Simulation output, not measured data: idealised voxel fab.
Process module under the name voxel wiring stack
cross-section cut | 205 nm wide | cells 5 nm
In what follows, cross-sections appear as grids of square cells, described through bands that run from the top down, where every band is one or more rows of cells.
Band: top height; bottom height; in nm. Then, left to right: material with width in nm, for each material. "full width": a single material spanning edge to edge. "empty": empty space.
Ref level 0: as-received wafer is one material below here. Bottom band extends down with no lower bound ("0 down").
Think of "30 to 40" as a width that walks from the first number to the second as you go down the band, top row to bottom row, taking equal-sized steps from row to row.
No cell of the cross-section changed in a step that is given as "left unchanged".
Basically, "Closed internal voids" tells you about the enclosed voids: empty spaces with no open way to the top, 8 cells or bigger, each written width x height at distance, where distance is from the left edge, all in nm.
The remark found on a step's line after its settings is issued by the simulator itself and pertains to that step.
Steps that use a mask can have "overlay nm" on their line. It says how far the mask sat to the right of where it was meant to be. Negative means to the left.
Each pair of cross-sections that follows straddles one process step: the one shows the state before the step, the other the state after it, down to the lowest band that changed and no further. The step in question, and its settings, are given under the pair. Note that a pair is not necessarily a continuation of the pair above it, since pairs can come from different runs of this module on the same starting wafer; it is a continuation only where its entry headed "Status quo ante" says so.
## Status quo ante
    145 to 130 = resist (40), then empty (20), then resist (15), then empty (20), then resist (15), then empty (20), then resist (15), then empty (20), then resist (40)
    130 to 115 = aC (40), then empty (20), then aC (15), then empty (20), then aC (15), then empty (20), then aC (15), then empty (20), then aC (40)
    115 to 80 = SiO2 full width
    80 to 75 = SiCN full width
    75 to 65 = lowk (40), then TiN (5), then Ru (10), then TiN (5), then lowk (15), then TiN (5), then Ru (10), then TiN (5), then lowk (15), then TiN (5), then Ru (10), then TiN (5), then lowk (15), then TiN (5), then Ru (10), then TiN (5), then lowk (40)
    65 to 60 = lowk (40), then TiN (5), then Ru (5), then TiN (10), then lowk (15), then TiN (20), then lowk (15), then TiN (5), then Ru (5), then TiN (10), then lowk (15), then TiN (20), then lowk (40)
    60 to 45 = lowk (40), then TiN (5), then Ru (5), then TiN (5), then lowk (55), then TiN (5), then Ru (5), then TiN (5), then lowk (80)
    45 to 40 = SiCN (40), then TiN (15), then SiCN (55), then TiN (15), then SiCN (80)
    40 to 35 = SiO2 (35), then SiN (5), then W (20), then SiN (5), then SiO2 (5), then SiN (5), then W (20), then SiN (5), then SiO2 (5), then SiN (5), then W (20), then SiN (5), then SiO2 (5), then SiN (5), then W (20), then SiN (5), then SiO2 (35)
    35 to 30 = SiN (40), then TiN (20), then SiN (15), then TiN (20), then SiN (15), then TiN (20), then SiN (15), then TiN (20), then SiN (40)
    30 to 0 = SiO2 full width
    0 down = Si full width
    Closed internal voids: none
## Post-Step Appearance
    130 to 115 = aC (40), then empty (20), then aC (15), then empty (20), then aC (15), then empty (20), then aC (15), then empty (20), then aC (40)
    No changes below 115.
    Closed internal voids: none
Upper to lower cross-section via STRIP | etch materials resist
Status quo ante: identical to the post-step cross-section of the immediately preceding pair.
## Post-Step Appearance
    130 to 115 = aC (40), then empty (20), then aC (15), then empty (20), then aC (15), then empty (20), then aC (15), then empty (20), then aC (40)
    115 to 95 = SiO2 (40), then empty (20), then SiO2 (15), then empty (20), then SiO2 (15), then empty (20), then SiO2 (15), then empty (20), then SiO2 (40)
    No changes below 95.
    Closed internal voids: none
Upper to lower cross-section via DIRECTIONAL_ETCH | etch materials SiO2 | depth nm 20
Status quo ante: identical to the post-step cross-section of the immediately preceding pair.
## Post-Step Appearance
    115 to 95 = SiO2 (40), then empty (20), then SiO2 (15), then empty (20), then SiO2 (15), then empty (20), then SiO2 (15), then empty (20), then SiO2 (40)
    No changes below 95.
    Closed internal voids: none
Upper to lower cross-section via STRIP | etch materials aC
Status quo ante: identical to the post-step cross-section of the immediately preceding pair.
## Post-Step Appearance
    115 to 95 = SiO2 (40), then empty (20), then SiO2 (15), then empty (20), then SiO2 (15), then empty (20), then SiO2 (15), then empty (20), then SiO2 (40)
    95 to 80 = SiO2 (40), then empty (15), then SiO2 (55), then empty (15), then SiO2 (80)
    No changes below 80.
    Closed internal voids: none
Upper to lower cross-section via MASKED_ETCH | tone open | mask id METAL_3_HOLES | width nm 15 | pitch nm 70 | etch materials SiO2 | depth nm 15 | overlay nm 0
Status quo ante: identical to the post-step cross-section of the immediately preceding pair.
## Post-Step Appearance
    115 to 95 = SiO2 (40), then empty (20), then SiO2 (15), then empty (20), then SiO2 (15), then empty (20), then SiO2 (15), then empty (20), then SiO2 (40)
    95 to 80 = SiO2 (40), then empty (15), then SiO2 (55), then empty (15), then SiO2 (80)
    80 to 75 = SiCN (40), then empty (15), then SiCN (55), then empty (15), then SiCN (80)
    No changes below 75.
    Closed internal voids: none
Upper to lower cross-section via MASKED_ETCH | tone open | mask id METAL_3_HOLES | width nm 15 | pitch nm 70 | etch materials SiCN | depth nm 5 | overlay nm 0
Status quo ante: identical to the post-step cross-section of the immediately preceding pair.
## Post-Step Appearance
    120 to 115 = TiN (45), then empty (10), then TiN (25), then empty (10), then TiN (25), then empty (10), then TiN (25), then empty (10), then TiN (45)
    115 to 100 = SiO2 (40), then TiN (5), then empty (10), then TiN (5), then SiO2 (15), then TiN (5), then empty (10), then TiN (5), then SiO2 (15), then TiN (5), then empty (10), then TiN (5), then SiO2 (15), then TiN (5), then empty (10), then TiN (5), then SiO2 (40)
    100 to 95 = SiO2 (40), then TiN (5), then empty (5), then TiN (10), then SiO2 (15), then TiN (20), then SiO2 (15), then TiN (5), then empty (5), then TiN (10), then SiO2 (15), then TiN (20), then SiO2 (40)
    95 to 80 = SiO2 (40), then TiN (5), then empty (5), then TiN (5), then SiO2 (55), then TiN (5), then empty (5), then TiN (5), then SiO2 (80)
    80 to 75 = SiCN (40), then TiN (15), then SiCN (55), then TiN (15), then SiCN (80)
    No changes below 75.
    Closed internal voids: none
Upper to lower cross-section via CONFORMAL_DEP | material TiN | thk nm 5
Status quo ante: identical to the post-step cross-section of the immediately preceding pair.
## Post-Step Appearance
    125 to 120 = Ru full width
    120 to 115 = TiN (45), then Ru (10), then TiN (25), then Ru (10), then TiN (25), then Ru (10), then TiN (25), then Ru (10), then TiN (45)
    115 to 100 = SiO2 (40), then TiN (5), then Ru (10), then TiN (5), then SiO2 (15), then TiN (5), then Ru (10), then TiN (5), then SiO2 (15), then TiN (5), then Ru (10), then TiN (5), then SiO2 (15), then TiN (5), then Ru (10), then TiN (5), then SiO2 (40)
    100 to 95 = SiO2 (40), then TiN (5), then Ru (5), then TiN (10), then SiO2 (15), then TiN (20), then SiO2 (15), then TiN (5), then Ru (5), then TiN (10), then SiO2 (15), then TiN (20), then SiO2 (40)
    95 to 80 = SiO2 (40), then TiN (5), then Ru (5), then TiN (5), then SiO2 (55), then TiN (5), then Ru (5), then TiN (5), then SiO2 (80)
    No changes below 80.
    Closed internal voids: none
Upper to lower cross-section via FILL_DEP | material Ru | thk nm 5
Status quo ante: identical to the post-step cross-section of the immediately preceding pair.
## Post-Step Appearance
    115 to 100 = SiO2 (40), then TiN (5), then Ru (10), then TiN (5), then SiO2 (15), then TiN (5), then Ru (10), then TiN (5), then SiO2 (15), then TiN (5), then Ru (10), then TiN (5), then SiO2 (15), then TiN (5), then Ru (10), then TiN (5), then SiO2 (40)
    No changes below 100.
    Closed internal voids: none
Upper to lower cross-section via CMP | height nm 115
Status quo ante: identical to the post-step cross-section of the immediately preceding pair.
## Post-Step Appearance
    120 to 115 = SiCN full width
    No changes below 115.
    Closed internal voids: none
Upper to lower cross-section via CONFORMAL_DEP | material SiCN | thk nm 5
Status quo ante: identical to the post-step cross-section of the immediately preceding pair.
## Post-Step Appearance
    155 to 120 = SiO2 full width
    No changes below 120.
    Closed internal voids: none
Upper to lower cross-section via DIRECTIONAL_DEP | material SiO2 | thk nm 35
Status quo ante: identical to the post-step cross-section of the immediately preceding pair.
## Post-Step Appearance
    165 to 155 = aC full width
    No changes below 155.
    Closed internal voids: none
Upper to lower cross-section via DIRECTIONAL_DEP | material aC | thk nm 10
Status quo ante: identical to the post-step cross-section of the immediately preceding pair.
## Post-Step Appearance
    190 to 165 = resist (40), then empty (20), then resist (15), then empty (20), then resist (15), then empty (20), then resist (15), then empty (20), then resist (40)
    No changes below 165.
    Closed internal voids: none
Upper to lower cross-section via PATTERN | tone open | mask id METAL_4 | material resist | width nm 20 | pitch nm 35 | thk nm 25 | overlay nm 0
Status quo ante: identical to the post-step cross-section of the immediately preceding pair.
## Post-Step Appearance
    180 to 165 = resist (40), then empty (20), then resist (15), then empty (20), then resist (15), then empty (20), then resist (15), then empty (20), then resist (40)
    165 to 155 = aC (40), then empty (20), then aC (15), then empty (20), then aC (15), then empty (20), then aC (15), then empty (20), then aC (40)
    No changes below 155.
    Closed internal voids: none
Upper to lower cross-section via DIRECTIONAL_ETCH | etch materials aC | depth nm 10
Status quo ante: identical to the post-step cross-section of the immediately preceding pair.
## Post-Step Appearance
    165 to 155 = aC (40), then empty (20), then aC (15), then empty (20), then aC (15), then empty (20), then aC (15), then empty (20), then aC (40)
    No changes below 155.
    Closed internal voids: none
Upper to lower cross-section via STRIP | etch materials resist
Status quo ante: identical to the post-step cross-section of the immediately preceding pair.
## Post-Step Appearance
    165 to 155 = aC (40), then empty (20), then aC (15), then empty (20), then aC (15), then empty (20), then aC (15), then empty (20), then aC (40)
    155 to 135 = SiO2 (40), then empty (20), then SiO2 (15), then empty (20), then SiO2 (15), then empty (20), then SiO2 (15), then empty (20), then SiO2 (40)
    No changes below 135.
    Closed internal voids: none
Upper to lower cross-section via DIRECTIONAL_ETCH | etch materials SiO2 | depth nm 20
Status quo ante: identical to the post-step cross-section of the immediately preceding pair.
## Post-Step Appearance
    155 to 135 = SiO2 (40), then empty (20), then SiO2 (15), then empty (20), then SiO2 (15), then empty (20), then SiO2 (15), then empty (20), then SiO2 (40)
    No changes below 135.
    Closed internal voids: none
Upper to lower cross-section via STRIP | etch materials aC
Status quo ante: identical to the post-step cross-section of the immediately preceding pair.
## Post-Step Appearance
    175 to 155 = resist (40), then empty (15), then resist (55), then empty (15), then resist (80)
    155 to 135 = SiO2 (40), then empty (15), then resist (5), then SiO2 (15), then resist (20), then SiO2 (15), then empty (15), then resist (5), then SiO2 (15), then resist (20), then SiO2 (40)
    No changes below 135.
    Closed internal voids: none
Upper to lower cross-section via PATTERN | tone open | mask id METAL_4_HOLES | material resist | width nm 15 | pitch nm 70 | thk nm 20 | overlay nm 0
Status quo ante: identical to the post-step cross-section of the immediately preceding pair.
## Post-Step Appearance
    175 to 155 = resist (40), then empty (15), then resist (55), then empty (15), then resist (80)
    155 to 135 = SiO2 (40), then empty (15), then resist (5), then SiO2 (15), then resist (20), then SiO2 (15), then empty (15), then resist (5), then SiO2 (15), then resist (20), then SiO2 (40)
    135 to 120 = SiO2 (40), then empty (15), then SiO2 (55), then empty (15), then SiO2 (80)
    No changes below 120.
    Closed internal voids: none
Upper to lower cross-section via DIRECTIONAL_ETCH | etch materials SiO2 | depth nm 15
Status quo ante: identical to the post-step cross-section of the immediately preceding pair.
## Post-Step Appearance
    175 to 155 = resist (40), then empty (15), then resist (55), then empty (15), then resist (80)
    155 to 135 = SiO2 (40), then empty (15), then resist (5), then SiO2 (15), then resist (20), then SiO2 (15), then empty (15), then resist (5), then SiO2 (15), then resist (20), then SiO2 (40)
    135 to 120 = SiO2 (40), then empty (15), then SiO2 (55), then empty (15), then SiO2 (80)
    120 to 115 = SiCN (40), then empty (15), then SiCN (55), then empty (15), then SiCN (80)
    No changes below 115.
    Closed internal voids: none
Upper to lower cross-section via DIRECTIONAL_ETCH | etch materials SiCN | depth nm 5
Status quo ante: identical to the post-step cross-section of the immediately preceding pair.
## Post-Step Appearance
    155 to 135 = SiO2 (40), then empty (20), then SiO2 (15), then empty (20), then SiO2 (15), then empty (20), then SiO2 (15), then empty (20), then SiO2 (40)
    No changes below 135.
    Closed internal voids: none
Upper to lower cross-section via STRIP | etch materials resist
Status quo ante: identical to the post-step cross-section of the immediately preceding pair.
## Post-Step Appearance
    160 to 155 = TiN (45), then empty (10), then TiN (25), then empty (10), then TiN (25), then empty (10), then TiN (25), then empty (10), then TiN (45)
    155 to 140 = SiO2 (40), then TiN (5), then empty (10), then TiN (5), then SiO2 (15), then TiN (5), then empty (10), then TiN (5), then SiO2 (15), then TiN (5), then empty (10), then TiN (5), then SiO2 (15), then TiN (5), then empty (10), then TiN (5), then SiO2 (40)
    140 to 135 = SiO2 (40), then TiN (5), then empty (5), then TiN (10), then SiO2 (15), then TiN (20), then SiO2 (15), then TiN (5), then empty (5), then TiN (10), then SiO2 (15), then TiN (20), then SiO2 (40)
    135 to 120 = SiO2 (40), then TiN (5), then empty (5), then TiN (5), then SiO2 (55), then TiN (5), then empty (5), then TiN (5), then SiO2 (80)
    120 to 115 = SiCN (40), then TiN (15), then SiCN (55), then TiN (15), then SiCN (80)
    No changes below 115.
    Closed internal voids: none
Upper to lower cross-section via CONFORMAL_DEP | material TiN | thk nm 5
Status quo ante: identical to the post-step cross-section of the immediately preceding pair.
## Post-Step Appearance
    170 to 160 = Cu full width
    160 to 155 = TiN (45), then Cu (10), then TiN (25), then Cu (10), then TiN (25), then Cu (10), then TiN (25), then Cu (10), then TiN (45)
    155 to 140 = SiO2 (40), then TiN (5), then Cu (10), then TiN (5), then SiO2 (15), then TiN (5), then Cu (10), then TiN (5), then SiO2 (15), then TiN (5), then Cu (10), then TiN (5), then SiO2 (15), then TiN (5), then Cu (10), then TiN (5), then SiO2 (40)
    140 to 135 = SiO2 (40), then TiN (5), then Cu (5), then TiN (10), then SiO2 (15), then TiN (20), then SiO2 (15), then TiN (5), then Cu (5), then TiN (10), then SiO2 (15), then TiN (20), then SiO2 (40)
    135 to 120 = SiO2 (40), then TiN (5), then Cu (5), then TiN (5), then SiO2 (55), then TiN (5), then Cu (5), then TiN (5), then SiO2 (80)
    No changes below 120.
    Closed internal voids: none
Upper to lower cross-section via FILL_DEP | material Cu | thk nm 10
Status quo ante: identical to the post-step cross-section of the immediately preceding pair.
## Post-Step Appearance
    155 to 140 = SiO2 (40), then TiN (5), then Cu (10), then TiN (5), then SiO2 (15), then TiN (5), then Cu (10), then TiN (5), then SiO2 (15), then TiN (5), then Cu (10), then TiN (5), then SiO2 (15), then TiN (5), then Cu (10), then TiN (5), then SiO2 (40)
    No changes below 140.
    Closed internal voids: none
Upper to lower cross-section via CMP | height nm 155
Status quo ante: identical to the post-step cross-section of the immediately preceding pair.
## Post-Step Appearance
    160 to 155 = SiCN full width
    No changes below 155.
    Closed internal voids: none
Upper to lower cross-section via CONFORMAL_DEP | material SiCN | thk nm 5
## Status quo ante
    0 down = Si full width
    Closed internal voids: none
## Post-Step Appearance
    5 to 0 = TiN full width
    No changes below 0.
    Closed internal voids: none
Upper to lower cross-section via DIRECTIONAL_DEP | material TiN | thk nm 5
Status quo ante: identical to the post-step cross-section of the immediately preceding pair.
## Post-Step Appearance
    20 to 5 = SiO2 full width
    No changes below 5.
    Closed internal voids: none
Upper to lower cross-section via CONFORMAL_DEP | material SiO2 | thk nm 15
Status quo ante: identical to the post-step cross-section of the immediately preceding pair.
## Post-Step Appearance
    40 to 20 = W full width
    No changes below 20.
    Closed internal voids: none
Upper to lower cross-section via DIRECTIONAL_DEP | material W | thk nm 20
Status quo ante: identical to the post-step cross-section of the immediately preceding pair.
## Post-Step Appearance
    50 to 40 = aC full width
    No changes below 40.
    Closed internal voids: none
Upper to lower cross-section via DIRECTIONAL_DEP | material aC | thk nm 10
Status quo ante: identical to the post-step cross-section of the immediately preceding pair.
## Post-Step Appearance
    80 to 50 = empty (40), then resist (20), then empty (15), then resist (20), then empty (15), then resist (20), then empty (15), then resist (20), then empty (40)
    No changes below 50.
    Closed internal voids: none
Upper to lower cross-section via PATTERN | tone cover | mask id METAL_1 | material resist | width nm 20 | pitch nm 35 | thk nm 30 | overlay nm 0
Status quo ante: identical to the post-step cross-section of the immediately preceding pair.
## Post-Step Appearance
    70 to 50 = empty (40), then resist (20), then empty (15), then resist (20), then empty (15), then resist (20), then empty (15), then resist (20), then empty (40)
    50 to 40 = empty (40), then aC (20), then empty (15), then aC (20), then empty (15), then aC (20), then empty (15), then aC (20), then empty (40)
    No changes below 40.
    Closed internal voids: none
Upper to lower cross-section via DIRECTIONAL_ETCH | etch materials aC | depth nm 10
Status quo ante: identical to the post-step cross-section of the immediately preceding pair.
## Post-Step Appearance
    50 to 40 = empty (40), then aC (20), then empty (15), then aC (20), then empty (15), then aC (20), then empty (15), then aC (20), then empty (40)
    No changes below 40.
    Closed internal voids: none
Upper to lower cross-section via STRIP | etch materials resist
Status quo ante: identical to the post-step cross-section of the immediately preceding pair.
## Post-Step Appearance
    50 to 40 = empty (40), then aC (20), then empty (15), then aC (20), then empty (15), then aC (20), then empty (15), then aC (20), then empty (40)
    40 to 20 = empty (40), then W (20), then empty (15), then W (20), then empty (15), then W (20), then empty (15), then W (20), then empty (40)
    No changes below 20.
    Closed internal voids: none
Upper to lower cross-section via DIRECTIONAL_ETCH | etch materials W | depth nm 20
Status quo ante: identical to the post-step cross-section of the immediately preceding pair.
## Post-Step Appearance
    40 to 20 = empty (40), then W (20), then empty (15), then W (20), then empty (15), then W (20), then empty (15), then W (20), then empty (40)
    No changes below 20.
    Closed internal voids: none
Upper to lower cross-section via STRIP | etch materials aC
Status quo ante: identical to the post-step cross-section of the immediately preceding pair.
## Post-Step Appearance
    45 to 40 = empty (35), then SiN (30), then empty (5), then SiN (30), then empty (5), then SiN (30), then empty (5), then SiN (30), then empty (35)
    40 to 25 = empty (35), then SiN (5), then W (20), then SiN (5), then empty (5), then SiN (5), then W (20), then SiN (5), then empty (5), then SiN (5), then W (20), then SiN (5), then empty (5), then SiN (5), then W (20), then SiN (5), then empty (35)
    25 to 20 = SiN (40), then W (20), then SiN (15), then W (20), then SiN (15), then W (20), then SiN (15), then W (20), then SiN (40)
    No changes below 20.
    Closed internal voids: none
Upper to lower cross-section via CONFORMAL_DEP | material SiN | thk nm 5
Status quo ante: identical to the post-step cross-section of the immediately preceding pair.
## Post-Step Appearance
    50 to 45 = SiO2 full width
    45 to 40 = SiO2 (35), then SiN (30), then SiO2 (5), then SiN (30), then SiO2 (5), then SiN (30), then SiO2 (5), then SiN (30), then SiO2 (35)
    40 to 25 = SiO2 (35), then SiN (5), then W (20), then SiN (5), then SiO2 (5), then SiN (5), then W (20), then SiN (5), then SiO2 (5), then SiN (5), then W (20), then SiN (5), then SiO2 (5), then SiN (5), then W (20), then SiN (5), then SiO2 (35)
    No changes below 25.
    Closed internal voids: none
Upper to lower cross-section via FILL_DEP | material SiO2 | thk nm 5
Status quo ante: identical to the post-step cross-section of the immediately preceding pair.
## Post-Step Appearance
    40 to 25 = SiO2 (35), then SiN (5), then W (20), then SiN (5), then SiO2 (5), then SiN (5), then W (20), then SiN (5), then SiO2 (5), then SiN (5), then W (20), then SiN (5), then SiO2 (5), then SiN (5), then W (20), then SiN (5), then SiO2 (35)
    No changes below 25.
    Closed internal voids: none
Upper to lower cross-section via CMP | height nm 40
Status quo ante: identical to the post-step cross-section of the immediately preceding pair.
## Post-Step Appearance
    45 to 40 = SiCN full width
    No changes below 40.
    Closed internal voids: none
Upper to lower cross-section via CONFORMAL_DEP | material SiCN | thk nm 5
Status quo ante: identical to the post-step cross-section of the immediately preceding pair.
## Post-Step Appearance
    75 to 45 = lowk full width
    No changes below 45.
    Closed internal voids: none
Upper to lower cross-section via DIRECTIONAL_DEP | material lowk | thk nm 30
Status quo ante: identical to the post-step cross-section of the immediately preceding pair.
## Post-Step Appearance
    75 to 45 = lowk (40), then empty (15), then lowk (55), then empty (15), then lowk (80)
    No changes below 45.
    Closed internal voids: none
Upper to lower cross-section via MASKED_ETCH | tone open | mask id METAL_2_HOLES | width nm 15 | pitch nm 70 | etch materials lowk | depth nm 30 | overlay nm 0
Status quo ante: identical to the post-step cross-section of the immediately preceding pair.
## Post-Step Appearance
    95 to 75 = resist (40), then empty (20), then resist (15), then empty (20), then resist (15), then empty (20), then resist (15), then empty (20), then resist (40)
    No changes below 75.
    Closed internal voids: none
Upper to lower cross-section via PATTERN | tone open | mask id METAL_2 | material resist | width nm 20 | pitch nm 35 | thk nm 20 | overlay nm 0
Status quo ante: identical to the post-step cross-section of the immediately preceding pair.
## Post-Step Appearance
    95 to 75 = resist (40), then empty (20), then resist (15), then empty (20), then resist (15), then empty (20), then resist (15), then empty (20), then resist (40)
    75 to 60 = lowk (40), then empty (20), then lowk (15), then empty (20), then lowk (15), then empty (20), then lowk (15), then empty (20), then lowk (40)
    No changes below 60.
    Closed internal voids: none
Upper to lower cross-section via DIRECTIONAL_ETCH | etch materials lowk | depth nm 15
Status quo ante: identical to the post-step cross-section of the immediately preceding pair.
## Post-Step Appearance
    95 to 75 = resist (40), then empty (20), then resist (15), then empty (20), then resist (15), then empty (20), then resist (15), then empty (20), then resist (40)
    75 to 60 = lowk (40), then empty (20), then lowk (15), then empty (20), then lowk (15), then empty (20), then lowk (15), then empty (20), then lowk (40)
    60 to 45 = lowk (40), then empty (15), then lowk (55), then empty (15), then lowk (80)
    45 to 40 = SiCN (40), then empty (15), then SiCN (55), then empty (15), then SiCN (80)
    No changes below 40.
    Closed internal voids: none
Upper to lower cross-section via DIRECTIONAL_ETCH | etch materials SiCN | depth nm 5
Status quo ante: identical to the post-step cross-section of the immediately preceding pair.
## Post-Step Appearance
    75 to 60 = lowk (40), then empty (20), then lowk (15), then empty (20), then lowk (15), then empty (20), then lowk (15), then empty (20), then lowk (40)
    No changes below 60.
    Closed internal voids: none
Upper to lower cross-section via STRIP | etch materials resist
Status quo ante: identical to the post-step cross-section of the immediately preceding pair.
## Post-Step Appearance
    80 to 75 = TiN (45), then empty (10), then TiN (25), then empty (10), then TiN (25), then empty (10), then TiN (25), then empty (10), then TiN (45)
    75 to 65 = lowk (40), then TiN (5), then empty (10), then TiN (5), then lowk (15), then TiN (5), then empty (10), then TiN (5), then lowk (15), then TiN (5), then empty (10), then TiN (5), then lowk (15), then TiN (5), then empty (10), then TiN (5), then lowk (40)
    65 to 60 = lowk (40), then TiN (5), then empty (5), then TiN (10), then lowk (15), then TiN (20), then lowk (15), then TiN (5), then empty (5), then TiN (10), then lowk (15), then TiN (20), then lowk (40)
    60 to 45 = lowk (40), then TiN (5), then empty (5), then TiN (5), then lowk (55), then TiN (5), then empty (5), then TiN (5), then lowk (80)
    45 to 40 = SiCN (40), then TiN (15), then SiCN (55), then TiN (15), then SiCN (80)
    No changes below 40.
    Closed internal voids: none
Upper to lower cross-section via CONFORMAL_DEP | material TiN | thk nm 5
Status quo ante: identical to the post-step cross-section of the immediately preceding pair.
## Post-Step Appearance
    85 to 80 = Ru full width
    80 to 75 = TiN (45), then Ru (10), then TiN (25), then Ru (10), then TiN (25), then Ru (10), then TiN (25), then Ru (10), then TiN (45)
    75 to 65 = lowk (40), then TiN (5), then Ru (10), then TiN (5), then lowk (15), then TiN (5), then Ru (10), then TiN (5), then lowk (15), then TiN (5), then Ru (10), then TiN (5), then lowk (15), then TiN (5), then Ru (10), then TiN (5), then lowk (40)
    65 to 60 = lowk (40), then TiN (5), then Ru (5), then TiN (10), then lowk (15), then TiN (20), then lowk (15), then TiN (5), then Ru (5), then TiN (10), then lowk (15), then TiN (20), then lowk (40)
    60 to 45 = lowk (40), then TiN (5), then Ru (5), then TiN (5), then lowk (55), then TiN (5), then Ru (5), then TiN (5), then lowk (80)
    No changes below 45.
    Closed internal voids: none
Upper to lower cross-section via FILL_DEP | material Ru | thk nm 5
Status quo ante: identical to the post-step cross-section of the immediately preceding pair.
## Post-Step Appearance
    75 to 65 = lowk (40), then TiN (5), then Ru (10), then TiN (5), then lowk (15), then TiN (5), then Ru (10), then TiN (5), then lowk (15), then TiN (5), then Ru (10), then TiN (5), then lowk (15), then TiN (5), then Ru (10), then TiN (5), then lowk (40)
    No changes below 65.
    Closed internal voids: none
Upper to lower cross-section via CMP | height nm 75
Status quo ante: identical to the post-step cross-section of the immediately preceding pair.
## Post-Step Appearance
    80 to 75 = SiCN full width
    No changes below 75.
    Closed internal voids: none
Upper to lower cross-section via CONFORMAL_DEP | material SiCN | thk nm 5
Status quo ante: identical to the post-step cross-section of the immediately preceding pair.
## Post-Step Appearance
    115 to 80 = SiO2 full width
    No changes below 80.
    Closed internal voids: none
Upper to lower cross-section via DIRECTIONAL_DEP | material SiO2 | thk nm 35
Status quo ante: identical to the post-step cross-section of the immediately preceding pair.
## Post-Step Appearance
    130 to 115 = aC full width
    No changes below 115.
    Closed internal voids: none
Upper to lower cross-section via DIRECTIONAL_DEP | material aC | thk nm 15
Status quo ante: identical to the post-step cross-section of the immediately preceding pair.
## Post-Step Appearance
    160 to 130 = resist (40), then empty (20), then resist (15), then empty (20), then resist (15), then empty (20), then resist (15), then empty (20), then resist (40)
    No changes below 130.
    Closed internal voids: none
Upper to lower cross-section via PATTERN | tone open | mask id METAL_3 | material resist | width nm 20 | pitch nm 35 | thk nm 30 | overlay nm 0
Status quo ante: identical to the post-step cross-section of the immediately preceding pair.
## Post-Step Appearance
    145 to 130 = resist (40), then empty (20), then resist (15), then empty (20), then resist (15), then empty (20), then resist (15), then empty (20), then resist (40)
    130 to 115 = aC (40), then empty (20), then aC (15), then empty (20), then aC (15), then empty (20), then aC (15), then empty (20), then aC (40)
    No changes below 115.
    Closed internal voids: none
Upper to lower cross-section via DIRECTIONAL_ETCH | etch materials aC | depth nm 15
Status quo ante: identical to the post-step cross-section of the immediately preceding pair.
## Post-Step Appearance
    130 to 115 = aC (40), then empty (20), then aC (15), then empty (20), then aC (15), then empty (20), then aC (15), then empty (20), then aC (40)
    No changes below 115.
    Closed internal voids: none
Upper to lower cross-section via STRIP | etch materials resist
Status quo ante: identical to the post-step cross-section of the immediately preceding pair.
## Post-Step Appearance
    130 to 115 = aC (40), then empty (20), then aC (15), then empty (20), then aC (15), then empty (20), then aC (15), then empty (20), then aC (40)
    115 to 95 = SiO2 (40), then empty (20), then SiO2 (15), then empty (20), then SiO2 (15), then empty (20), then SiO2 (15), then empty (20), then SiO2 (40)
    No changes below 95.
    Closed internal voids: none
Upper to lower cross-section via DIRECTIONAL_ETCH | etch materials SiO2 | depth nm 20
Status quo ante: identical to the post-step cross-section of the immediately preceding pair.
## Post-Step Appearance
    115 to 95 = SiO2 (40), then empty (20), then SiO2 (15), then empty (20), then SiO2 (15), then empty (20), then SiO2 (15), then empty (20), then SiO2 (40)
    No changes below 95.
    Closed internal voids: none
Upper to lower cross-section via STRIP | etch materials aC
Status quo ante: identical to the post-step cross-section of the immediately preceding pair.
## Post-Step Appearance
    115 to 95 = SiO2 (40), then empty (20), then SiO2 (15), then empty (20), then SiO2 (15), then empty (20), then SiO2 (15), then empty (20), then SiO2 (40)
    95 to 80 = SiO2 (40), then empty (15), then SiO2 (55), then empty (15), then SiO2 (80)
    No changes below 80.
    Closed internal voids: none
Upper to lower cross-section via MASKED_ETCH | tone open | mask id METAL_3_HOLES | width nm 15 | pitch nm 70 | etch materials SiO2 | depth nm 15 | overlay nm 0
Status quo ante: identical to the post-step cross-section of the immediately preceding pair.
## Post-Step Appearance
    115 to 95 = SiO2 (40), then empty (20), then SiO2 (15), then empty (20), then SiO2 (15), then empty (20), then SiO2 (15), then empty (20), then SiO2 (40)
    95 to 80 = SiO2 (40), then empty (15), then SiO2 (55), then empty (15), then SiO2 (80)
    80 to 75 = SiCN (40), then empty (15), then SiCN (55), then empty (15), then SiCN (80)
    No changes below 75.
    Closed internal voids: none
Upper to lower cross-section via MASKED_ETCH | tone open | mask id METAL_3_HOLES | width nm 15 | pitch nm 70 | etch materials SiCN | depth nm 5 | overlay nm 0
Status quo ante: identical to the post-step cross-section of the immediately preceding pair.
## Post-Step Appearance
    120 to 115 = TiN (45), then empty (10), then TiN (25), then empty (10), then TiN (25), then empty (10), then TiN (25), then empty (10), then TiN (45)
    115 to 100 = SiO2 (40), then TiN (5), then empty (10), then TiN (5), then SiO2 (15), then TiN (5), then empty (10), then TiN (5), then SiO2 (15), then TiN (5), then empty (10), then TiN (5), then SiO2 (15), then TiN (5), then empty (10), then TiN (5), then SiO2 (40)
    100 to 95 = SiO2 (40), then TiN (5), then empty (5), then TiN (10), then SiO2 (15), then TiN (20), then SiO2 (15), then TiN (5), then empty (5), then TiN (10), then SiO2 (15), then TiN (20), then SiO2 (40)
    95 to 80 = SiO2 (40), then TiN (5), then empty (5), then TiN (5), then SiO2 (55), then TiN (5), then empty (5), then TiN (5), then SiO2 (80)
    80 to 75 = SiCN (40), then TiN (15), then SiCN (55), then TiN (15), then SiCN (80)
    No changes below 75.
    Closed internal voids: none
Upper to lower cross-section via CONFORMAL_DEP | material TiN | thk nm 5
Status quo ante: identical to the post-step cross-section of the immediately preceding pair.
## Post-Step Appearance
    125 to 120 = Ru full width
    120 to 115 = TiN (45), then Ru (10), then TiN (25), then Ru (10), then TiN (25), then Ru (10), then TiN (25), then Ru (10), then TiN (45)
    115 to 100 = SiO2 (40), then TiN (5), then Ru (10), then TiN (5), then SiO2 (15), then TiN (5), then Ru (10), then TiN (5), then SiO2 (15), then TiN (5), then Ru (10), then TiN (5), then SiO2 (15), then TiN (5), then Ru (10), then TiN (5), then SiO2 (40)
    100 to 95 = SiO2 (40), then TiN (5), then Ru (5), then TiN (10), then SiO2 (15), then TiN (20), then SiO2 (15), then TiN (5), then Ru (5), then TiN (10), then SiO2 (15), then TiN (20), then SiO2 (40)
    95 to 80 = SiO2 (40), then TiN (5), then Ru (5), then TiN (5), then SiO2 (55), then TiN (5), then Ru (5), then TiN (5), then SiO2 (80)
    No changes below 80.
    Closed internal voids: none
Upper to lower cross-section via FILL_DEP | material Ru | thk nm 5
Status quo ante: identical to the post-step cross-section of the immediately preceding pair.
## Post-Step Appearance
    115 to 100 = SiO2 (40), then TiN (5), then Ru (10), then TiN (5), then SiO2 (15), then TiN (5), then Ru (10), then TiN (5), then SiO2 (15), then TiN (5), then Ru (10), then TiN (5), then SiO2 (15), then TiN (5), then Ru (10), then TiN (5), then SiO2 (40)
    No changes below 100.
    Closed internal voids: none
Upper to lower cross-section via CMP | height nm 115
Status quo ante: identical to the post-step cross-section of the immediately preceding pair.
## Post-Step Appearance
    120 to 115 = SiCN full width
    No changes below 115.
    Closed internal voids: none
Upper to lower cross-section via CONFORMAL_DEP | material SiCN | thk nm 5
